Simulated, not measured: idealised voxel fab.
Process module under the name voxel local oxidation
This is section cut - it's 295 nm across, gridded in 5 nm square cells.
Cross-sections here: square-cell grids, written as top-down lists of bands, a band being one or more rows of cells. For a band, the entry starts with two heights in nm, that of the top and then that of the bottom, and carries on with the band's materials in order from left to right, each alongside its width in nm; the word "edge to edge" beside a single material means it fills the band edge to edge, and "blank" means empty space. Height reference: 0 = level under which incoming wafer is all one material. Lowest band: no bottom, runs on downward, e.g. "top 0, no bottom". The expression "30->40" gives the width at the extremes of the band, the first number at its top row of cells and the second at its bottom row, with the width changing by equal amounts from each row to the next in between. For the purposes of this document, the phrase "no alteration" attached to a step denotes that no cell within the cross-section was modified by that step. Basically, "Enclosed void catalog" tells you about the enclosed voids: empty spaces with no open way to the top, 8 cells or bigger, each written width x height at distance, where distance is from the left edge, all in nm. Text after the settings on a step's line: the simulator's own remark on that step. What "overlay nm" on a step's line means: if the step has a mask, that mask lay this far to the right of its planned place, or, when the value is negative, to the left. What follows is a series of pairs. Each pair shows a cross-section before one process step and the cross-section after it, and the after view is drawn only down to the lowest band that changed. Beneath each pair is the step that lies between the two, with its settings. Pairs may come from different runs of this module on the same starting wafer, so a pair continues from the one above it only where its entry headed "State before step" says so.
-- State before step
top 0, no bottom  Si edge to edge
Enclosed void catalog: none
-- Post-Process Section
top 5, bottom 0  SiO2 edge to edge
Everything under 0 stays put, no change at all.
Enclosed void catalog: none
The process step bridging the two cross-sections above: CONFORMAL_DEP with material SiO2, thk nm 5
State before step: just use the after drawing of the pair above as your starting point.
-- Post-Process Section
top 20, bottom 5  SiN edge to edge
Everything under 5 stays put, no change at all.
Enclosed void catalog: none
The process step bridging the two cross-sections above: CONFORMAL_DEP with material SiN, thk nm 15
State before step: just use the after drawing of the pair above as your starting point.
-- Post-Process Section
top 35, bottom 20  blank 85 | resist 120 | blank 90
Everything under 20 stays put, no change at all.
Enclosed void catalog: none
The process step bridging the two cross-sections above: PATTERN with tone cover, mask id ACTIVE, material resist, width nm 120, thk nm 15, overlay nm 0
State before step: just use the after drawing of the pair above as your starting point.
-- Post-Process Section
top 35, bottom 20  blank 85 | resist 120 | blank 90
top 20, bottom 5  blank 85 | SiN 120 | blank 90
Everything under 5 stays put, no change at all.
Enclosed void catalog: none
The process step bridging the two cross-sections above: DIRECTIONAL_ETCH with etch materials SiN, depth nm 15
State before step: just use the after drawing of the pair above as your starting point.
-- Post-Process Section
top 20, bottom 5  blank 85 | SiN 120 | blank 90
Everything under 5 stays put, no change at all.
Enclosed void catalog: none
The process step bridging the two cross-sections above: STRIP with etch materials resist
State before step: just use the after drawing of the pair above as your starting point.
-- Post-Process Section
top 20, bottom 5  blank 85 | SiN 120 | blank 90
top 5, bottom 0  blank 90 | SiO2 110 | blank 95
Everything under 0 stays put, no change at all.
Enclosed void catalog: none
The process step bridging the two cross-sections above: SELECTIVE_ETCH with etch materials SiO2, depth nm 5
State before step: just use the after drawing of the pair above as your starting point.
-- Post-Process Section
top 20, bottom 5  blank 85 | SiN 120 | blank 90
top 5, bottom 0  blank 90 | SiO2 110 | blank 95
top 0, bottom -10  SiO2 100 | Si 90 | SiO2 105
Everything under -10 stays put, no change at all.
Enclosed void catalog: none
The process step bridging the two cross-sections above: OXIDIZE with depth nm 10
State before step: just use the after drawing of the pair above as your starting point.
-- Post-Process Section
top 5, bottom 0  blank 90 | SiO2 110 | blank 95
Everything under 0 stays put, no change at all.
Enclosed void catalog: none
The process step bridging the two cross-sections above: STRIP with etch materials SiN
-- State before step
top 0, no bottom  Si edge to edge
Enclosed void catalog: none
-- Post-Process Section
top 15, bottom 0  SiN edge to edge
Everything under 0 stays put, no change at all.
Enclosed void catalog: none
The process step bridging the two cross-sections above: CONFORMAL_DEP with material SiN, thk nm 15
State before step: just use the after drawing of the pair above as your starting point.
-- Post-Process Section
top 30, bottom 15  blank 85 | resist 120 | blank 90
Everything under 15 stays put, no change at all.
Enclosed void catalog: none
The process step bridging the two cross-sections above: PATTERN with tone cover, mask id ACTIVE, material resist, width nm 120, thk nm 15, overlay nm 0
State before step: just use the after drawing of the pair above as your starting point.
-- Post-Process Section
top 30, bottom 15  blank 85 | resist 120 | blank 90
top 15, bottom 0  blank 85 | SiN 120 | blank 90
Everything under 0 stays put, no change at all.
Enclosed void catalog: none
The process step bridging the two cross-sections above: DIRECTIONAL_ETCH with etch materials SiN, depth nm 15
State before step: just use the after drawing of the pair above as your starting point.
-- Post-Process Section
top 15, bottom 0  blank 85 | SiN 120 | blank 90
Everything under 0 stays put, no change at all.
Enclosed void catalog: none
The process step bridging the two cross-sections above: STRIP with etch materials resist
State before step: just use the after drawing of the pair above as your starting point.
-- Post-Process Section
top 15, bottom 0  blank 85 | SiN 120 | blank 90
top 0, bottom -10  SiO2 95 | Si 100 | SiO2 100
Everything under -10 stays put, no change at all.
Enclosed void catalog: none
The process step bridging the two cross-sections above: OXIDIZE with depth nm 10
State before step: just use the after drawing of the pair above as your starting point.
-- Post-Process Section
top 0, bottom -10  SiO2 95 | Si 100 | SiO2 100
Everything under -10 stays put, no change at all.
Enclosed void catalog: none
The process step bridging the two cross-sections above: STRIP with etch materials SiN
-- State before step
top 20, bottom 5  blank 85 | SiN 120 | blank 90
top 5, bottom 0  blank 90 | SiO2 110 | blank 95
top 0, no bottom  Si edge to edge
Enclosed void catalog: none
-- Post-Process Section
top 5, bottom 0  blank 90 | SiO2 110 | blank 95
Everything under 0 stays put, no change at all.
Enclosed void catalog: none
The process step bridging the two cross-sections above: STRIP with etch materials SiN
State before step: just use the after drawing of the pair above as your starting point.
-- Post-Process Section
top 5, bottom 0  blank 90 | SiO2 110 | blank 95
top 0, bottom -10  SiO2 100 | Si 90 | SiO2 105
Everything under -10 stays put, no change at all.
Enclosed void catalog: none
The process step bridging the two cross-sections above: OXIDIZE with depth nm 10
-- State before step
top 20, bottom 5  blank 85 | SiN 120 | blank 90
top 5, bottom 0  blank 90 | SiO2 110 | blank 95
top 0, no bottom  Si edge to edge
Enclosed void catalog: none
-- Post-Process Section
top 20, bottom 5  blank 85 | SiN 120 | blank 90
top 5, bottom 0  blank 90 | SiO2 110 | blank 95
top 0, bottom -5  SiO2 95 | Si 100 | SiO2 100
Everything under -5 stays put, no change at all.
Enclosed void catalog: none
The process step bridging the two cross-sections above: OXIDIZE with depth nm 5
State before step: just use the after drawing of the pair above as your starting point.
-- Post-Process Section
top 5, bottom 0  blank 90 | SiO2 110 | blank 95
Everything under 0 stays put, no change at all.
Enclosed void catalog: none
The process step bridging the two cross-sections above: STRIP with etch materials SiN
-- State before step
top 20, bottom 5  SiN edge to edge
top 5, bottom 0  SiO2 edge to edge
top 0, no bottom  Si edge to edge
Enclosed void catalog: none
-- Post-Process Section
top 35, bottom 20  blank 80 | resist 130 | blank 85
Everything under 20 stays put, no change at all.
Enclosed void catalog: none
The process step bridging the two cross-sections above: PATTERN with tone cover, mask id ACTIVE, material resist, width nm 130, thk nm 15, overlay nm 0
State before step: just use the after drawing of the pair above as your starting point.
-- Post-Process Section
top 35, bottom 20  blank 80 | resist 130 | blank 85
top 20, bottom 5  blank 80 | SiN 130 | blank 85
Everything under 5 stays put, no change at all.
Enclosed void catalog: none
The process step bridging the two cross-sections above: DIRECTIONAL_ETCH with etch materials SiN, depth nm 15
State before step: just use the after drawing of the pair above as your starting point.
-- Post-Process Section
top 20, bottom 5  blank 80 | SiN 130 | blank 85
Everything under 5 stays put, no change at all.
Enclosed void catalog: none
The process step bridging the two cross-sections above: STRIP with etch materials resist
State before step: just use the after drawing of the pair above as your starting point.
-- Post-Process Section
top 20, bottom 5  blank 80 | SiN 130 | blank 85
top 5, bottom 0  blank 85 | SiO2 120 | blank 90
Everything under 0 stays put, no change at all.
Enclosed void catalog: none
The process step bridging the two cross-sections above: SELECTIVE_ETCH with etch materials SiO2, depth nm 5
State before step: just use the after drawing of the pair above as your starting point.
-- Post-Process Section
top 20, bottom 5  blank 80 | SiN 130 | blank 85
top 5, bottom 0  blank 85 | SiO2 120 | blank 90
top 0, bottom -10  SiO2 95 | Si 100 | SiO2 100
Everything under -10 stays put, no change at all.
Enclosed void catalog: none
The process step bridging the two cross-sections above: OXIDIZE with depth nm 10
State before step: just use the after drawing of the pair above as your starting point.
-- Post-Process Section
top 5, bottom 0  blank 85 | SiO2 120 | blank 90
Everything under 0 stays put, no change at all.
Enclosed void catalog: none
The process step bridging the two cross-sections above: STRIP with etch materials SiN
-- State before step
top 20, bottom 5  SiN edge to edge
top 5, bottom 0  SiO2 edge to edge
top 0, no bottom  Si edge to edge
Enclosed void catalog: none
-- Post-Process Section
top 35, bottom 20  blank 80 | resist 120 | blank 95
Everything under 20 stays put, no change at all.
Enclosed void catalog: none
The process step bridging the two cross-sections above: PATTERN with tone cover, mask id ACTIVE, material resist, width nm 120, thk nm 15, overlay nm -5
State before step: just use the after drawing of the pair above as your starting point.
-- Post-Process Section
top 35, bottom 20  blank 80 | resist 120 | blank 95
top 20, bottom 5  blank 80 | SiN 120 | blank 95
Everything under 5 stays put, no change at all.
Enclosed void catalog: none
The process step bridging the two cross-sections above: DIRECTIONAL_ETCH with etch materials SiN, depth nm 15
State before step: just use the after drawing of the pair above as your starting point.
-- Post-Process Section
top 20, bottom 5  blank 80 | SiN 120 | blank 95
Everything under 5 stays put, no change at all.
Enclosed void catalog: none
The process step bridging the two cross-sections above: STRIP with etch materials resist
State before step: just use the after drawing of the pair above as your starting point.
-- Post-Process Section
top 20, bottom 5  blank 80 | SiN 120 | blank 95
top 5, bottom 0  blank 85 | SiO2 110 | blank 100
Everything under 0 stays put, no change at all.
Enclosed void catalog: none
The process step bridging the two cross-sections above: SELECTIVE_ETCH with etch materials SiO2, depth nm 5
State before step: just use the after drawing of the pair above as your starting point.
-- Post-Process Section
top 20, bottom 5  blank 80 | SiN 120 | blank 95
top 5, bottom 0  blank 85 | SiO2 110 | blank 100
top 0, bottom -10  SiO2 95 | Si 90 | SiO2 110
Everything under -10 stays put, no change at all.
Enclosed void catalog: none
The process step bridging the two cross-sections above: OXIDIZE with depth nm 10
State before step: just use the after drawing of the pair above as your starting point.
-- Post-Process Section
top 5, bottom 0  blank 85 | SiO2 110 | blank 100
Everything under 0 stays put, no change at all.
Enclosed void catalog: none
The process step bridging the two cross-sections above: STRIP with etch materials SiN
-- State before step
top 5, bottom 0  SiO2 edge to edge
top 0, no bottom  Si edge to edge
Enclosed void catalog: none
-- Post-Process Section
top 20, bottom 0  SiO2 edge to edge
Everything under 0 stays put, no change at all.
Enclosed void catalog: none
The process step bridging the two cross-sections above: CONFORMAL_DEP with material SiO2, thk nm 15
State before step: just use the after drawing of the pair above as your starting point.
-- Post-Process Section
top 35, bottom 20  blank 85 | resist 120 | blank 90
Everything under 20 stays put, no change at all.
Enclosed void catalog: none
The process step bridging the two cross-sections above: PATTERN with tone cover, mask id ACTIVE, material resist, width nm 120, thk nm 15, overlay nm 0
State before step: just use the after drawing of the pair above as your starting point.
-- Post-Process Section
top 20, bottom 0  SiO2 edge to edge
Everything under 0 stays put, no change at all.
Enclosed void catalog: none
The process step bridging the two cross-sections above: STRIP with etch materials resist
State before step: just use the after drawing of the pair above as your starting point.
-- Post-Process Section
top 15, bottom 0  SiO2 edge to edge
Everything under 0 stays put, no change at all.
Enclosed void catalog: none
The process step bridging the two cross-sections above: SELECTIVE_ETCH with etch materials SiO2, depth nm 5
-- State before step
top 20, bottom 5  SiN edge to edge
top 5, bottom 0  SiO2 edge to edge
top 0, no bottom  Si edge to edge
Enclosed void catalog: none
-- Post-Process Section
top 35, bottom 20  resist 85 | blank 120 | resist 90
Everything under 20 stays put, no change at all.
Enclosed void catalog: none
The process step bridging the two cross-sections above: PATTERN with tone open, mask id ACTIVE, material resist, width nm 120, thk nm 15, overlay nm 0
State before step: just use the after drawing of the pair above as your starting point.
-- Post-Process Section
top 35, bottom 20  resist 85 | blank 120 | resist 90
top 20, bottom 5  SiN 85 | blank 120 | SiN 90
Everything under 5 stays put, no change at all.
Enclosed void catalog: none
The process step bridging the two cross-sections above: DIRECTIONAL_ETCH with etch materials SiN, depth nm 15
State before step: just use the after drawing of the pair above as your starting point.
-- Post-Process Section
top 20, bottom 5  SiN 85 | blank 120 | SiN 90
Everything under 5 stays put, no change at all.
Enclosed void catalog: none
The process step bridging the two cross-sections above: STRIP with etch materials resist
State before step: just use the after drawing of the pair above as your starting point.
-- Post-Process Section
top 20, bottom 5  SiN 85 | blank 120 | SiN 90
top 5, bottom 0  SiO2 80 | blank 130 | SiO2 85
Everything under 0 stays put, no change at all.
Enclosed void catalog: none
The process step bridging the two cross-sections above: SELECTIVE_ETCH with etch materials SiO2, depth nm 5
State before step: just use the after drawing of the pair above as your starting point.
-- Post-Process Section
top 20, bottom 5  SiN 85 | blank 120 | SiN 90
top 5, bottom 0  SiO2 80 | blank 130 | SiO2 85
top 0, bottom -10  Si 70 | SiO2 150 | Si 75
Everything under -10 stays put, no change at all.
Enclosed void catalog: none
The process step bridging the two cross-sections above: OXIDIZE with depth nm 10
State before step: just use the after drawing of the pair above as your starting point.
-- Post-Process Section
top 5, bottom 0  SiO2 80 | blank 130 | SiO2 85
Everything under 0 stays put, no change at all.
Enclosed void catalog: none
The process step bridging the two cross-sections above: STRIP with etch materials SiN
